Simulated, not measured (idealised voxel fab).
process module | voxel spacer lines
cross-section cut | 175 nm wide | cells 5 nm
A cross-section is a grid of square cells, given in bands from the top down. A band is one or more rows of cells.
Each band's line starts with the height of the band's top and of its bottom, in nm. Then come its materials from left to right, each with its width in nm. One material with "throughout" fills the band from edge to edge. "air" is empty space.
Height 0 is the level under which the wafer as received is all one material. The lowest band goes on downwards, as in "0 down".
A width such as "30 to 40" changes by the same amount from each row of cells to the next, from the band's top row to its bottom row.
"no change" after a step means that no cell of the cross-section changed.
closed voids: empty space of 8 cells or more with no open way to the top, each as width x height at its distance from the left edge, in nm
after a step's settings: what the simulator itself notes on the step
overlay nm, on a step with a mask: how far to the right of its planned place the mask lay; to the left if negative
plan
1 op RECEIVE | material Si
2 op CONFORMAL_DEP | material Al2O3 | thk nm 5
3 op DIRECTIONAL_DEP | material SiN | thk nm 15
4 op DIRECTIONAL_DEP | material aC | thk nm 25
5 op PATTERN | tone cover | mask id MANDREL | material resist | width nm 15 | pitch nm 50 | thk nm 30 | overlay nm 0
6 op DIRECTIONAL_ETCH | etch materials aC | depth nm 25
7 op STRIP | etch materials resist
8 op CONFORMAL_DEP | material SiO2 | thk nm 10
9 op DIRECTIONAL_ETCH | etch materials SiO2 | depth nm 10
10 op STRIP | etch materials aC
11 op DIRECTIONAL_ETCH | etch materials SiN | depth nm 5
12 op STRIP | etch materials SiO2
varied across the wafers: depth nm of step 11. The plan shows the first wafer's value. All wafers start alike
first wafer as received, after step 1
  0 down: Si throughout
  closed voids: none
each wafer at the end: cells of each material gained (+) or lost (-) since it was received, then its closed voids
depth nm 5 | +35 Al2O3 | +82 SiN | closed voids: none
depth nm 10 | +35 Al2O3 | +59 SiN | closed voids: none
depth nm 15 | +35 Al2O3 | +36 SiN | closed voids: none
depth nm 20 | +35 Al2O3 | +36 SiN | closed voids: none
depth nm 25 | +35 Al2O3 | +36 SiN | closed voids: none
depth nm 30 | +35 Al2O3 | +36 SiN | closed voids: none
